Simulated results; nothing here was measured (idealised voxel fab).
process module | voxel gate over fins
cross-section cut | 235 nm wide | cells 5 nm
A cross-section is a grid of square cells, given in bands from the top down. A band is one or more rows of cells.
Each band's line starts with the height of the band's top and of its bottom, in nm. Then come its materials from left to right, each with its width in nm. One material with "throughout" fills the band from edge to edge. "air" is empty space.
Height 0 is the level under which the wafer as received is all one material. The lowest band goes on downwards, as in "0 down".
A width such as "30 to 40" changes by the same amount from each row of cells to the next, from the band's top row to its bottom row.
"no change" after a step means that no cell of the cross-section changed.
closed voids: empty space of 8 cells or more with no open way to the top, each as width x height at its distance from the left edge, in nm
after a step's settings: what the simulator itself notes on the step
overlay nm, on a step with a mask: how far to the right of its planned place the mask lay; to the left if negative
plan
1 op RECEIVE | material Si
2 op CONFORMAL_DEP | material SiN | thk nm 5
3 op PATTERN | tone cover | mask id FINS | material resist | width nm 15 | pitch nm 50 | thk nm 20 | overlay nm 0
4 op DIRECTIONAL_ETCH | etch materials SiN | depth nm 5
5 op DIRECTIONAL_ETCH | etch materials Si | depth nm 30
6 op STRIP | etch materials resist
7 op FILL_DEP | material SiO2 | thk nm 5
8 op CMP | height nm 5
9 op PATTERN | tone open | mask id RAIL | material resist | width nm 15 | thk nm 20 | overlay nm 0
10 op DIRECTIONAL_ETCH | etch materials SiO2 | depth nm 30
11 op STRIP | etch materials resist
12 op CONFORMAL_DEP | material TiN | thk nm 5
13 op FILL_DEP | material Ru | thk nm 5
14 op CMP | height nm 5
15 op SELECTIVE_ETCH | etch materials W Ru TiN | depth nm 20
16 op FILL_DEP | material SiO2 | thk nm 5
17 op CMP | height nm 5
18 op SELECTIVE_ETCH | etch materials SiO2 | depth nm 15
19 op STRIP | etch materials SiN
20 op CONFORMAL_DEP | material HfO2 | thk nm 5
21 op CONFORMAL_DEP | material TiN | thk nm 5
22 op CONFORMAL_DEP | material TiAl | thk nm 5
23 op CONFORMAL_DEP | material TiN | thk nm 5
24 op FILL_DEP | material W | thk nm 15
25 op CMP | height nm 30
26 op CONFORMAL_DEP | material SiN | thk nm 10
as received, after step 1
  0 down: Si throughout
  closed voids: none
a wafer at the end: this start, this plan, one mistake
  40 to 30: SiN throughout
  30 to 20: W throughout
  20 to 15: W 65 | TiN 105 | W 65
  15 to 10: W 65 | TiN 5 | TiAl 45 | TiN 5 | TiAl 45 | TiN 5 | W 65
  10 to 5: TiN 70 | TiAl 5 | TiN 35 | TiAl 5 | TiN 5 | TiAl 5 | TiN 35 | TiAl 5 | TiN 70
  5 to 0: TiAl 75 | TiN 5 | HfO2 25 | TiN 5 | TiAl 15 | TiN 5 | HfO2 25 | TiN 5 | TiAl 75
  0 to -5: TiN 80 | HfO2 5 | Si 15 | HfO2 5 | TiN 25 | HfO2 5 | Si 15 | HfO2 5 | TiN 80
  -5 to -10: HfO2 85 | Si 15 | HfO2 35 | Si 15 | HfO2 85
  -10 to -15: SiO2 85 | Si 15 | SiO2 35 | Si 15 | SiO2 85
  -15 to -20: SiO2 85 | Si 15 | SiO2 15 | TiN 5 | Ru 5 | TiN 5 | SiO2 5 | Si 15 | SiO2 85
  -20 to -25: SiO2 85 | Si 15 | SiO2 15 | TiN 15 | SiO2 5 | Si 15 | SiO2 85
  -25 to -30: SiO2 85 | Si 15 | SiO2 35 | Si 15 | SiO2 85
  -30 down: Si throughout
  closed voids: none
what went wrong: step 9 ran as: op PATTERN | tone open | mask id RAIL | material resist | width nm 15 | thk nm 20 | overlay nm 5
